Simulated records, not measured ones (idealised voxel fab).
Proc. module: voxel lift off
This is section cut - it's 200 nm across, gridded in 5 nm square cells.
In this document a cross-section is written as a grid of square cells. It is given as a series of bands, listed from the top down, and a band is one or more rows of cells.
Band entry format. Leading values: height of top, height of bottom, nm. Remainder: materials in left-to-right order, each with its width in nm. Special words: "full width" on a single material, which then fills the band edge to edge; "air", empty space.
All heights in this document are referenced to 0, defined as the level beneath which the wafer, as received, consists entirely of one material. The lowest band is not bounded below; it extends indefinitely downward and is written in the form "0..down".
The two numbers in a width such as "30..40" mark its ends across the band: the first belongs to the top row of cells, the second to the bottom row, and from each row to the next the width moves by the same amount.
It should be understood that the words "same as before", when stated for a given step, signify that the cross-section underwent no change in any of its cells during that step.
Reported under the label "Completely enclosed voids" are the empty spaces having no open way to the top and comprising 8 cells or more; the notation for each is width x height at distance, in which the distance is measured from the left edge and all three values are in nm.
Step line, after settings: the simulator's comment on this step.
The line of a step may include "overlay nm". On a step with a mask, this value is how far to the right of its planned place the mask lay. A negative value means the mask lay to the left.
THE PLANNED PROCESS STEPS ARE ENUMERATED HEREUNDER
| 1 | RECEIVE | material Si |
| 2 | CONFORMAL_DEP | material Al2O3 | thk nm 5 |
| 3 | PATTERN | tone open | mask id LINES | material resist | width nm 20 | pitch nm 45 | thk nm 15 | overlay nm 0 |
| 4 | DIRECTIONAL_DEP | material Ru | thk nm 5 |
| 5 | STRIP | etch materials resist |
| 6 | CONFORMAL_DEP | material SiO2 | thk nm 5 |
Variable across wafers: step 2 thk nm (plan value is that of the first wafer; starting state common to all).
INCOMING STATE OF THE FIRST OF SEVERAL WAFERS IN CROSS-SECTION: AFTER STEP 1
> 0..down = Si full width
> Completely enclosed voids: none
TAKE ANY ROW AND YOU HAVE A WAFER AT THE END OF THE MODULE: HOW MANY CELLS OF EACH MATERIAL IT HAS GAINED (+) OR LOST (-) SINCE IT WAS RECEIVED, AND THEN ITS CLOSED VOIDS
thk nm 5 | +40 Al2O3 | +12 Ru | +46 SiO2 | Completely enclosed voids: none
thk nm 10 | +80 Al2O3 | +12 Ru | +46 SiO2 | Completely enclosed voids: none
thk nm 15 | +120 Al2O3 | +12 Ru | +46 SiO2 | Completely enclosed voids: none
thk nm 20 | +160 Al2O3 | +12 Ru | +46 SiO2 | Completely enclosed voids: none
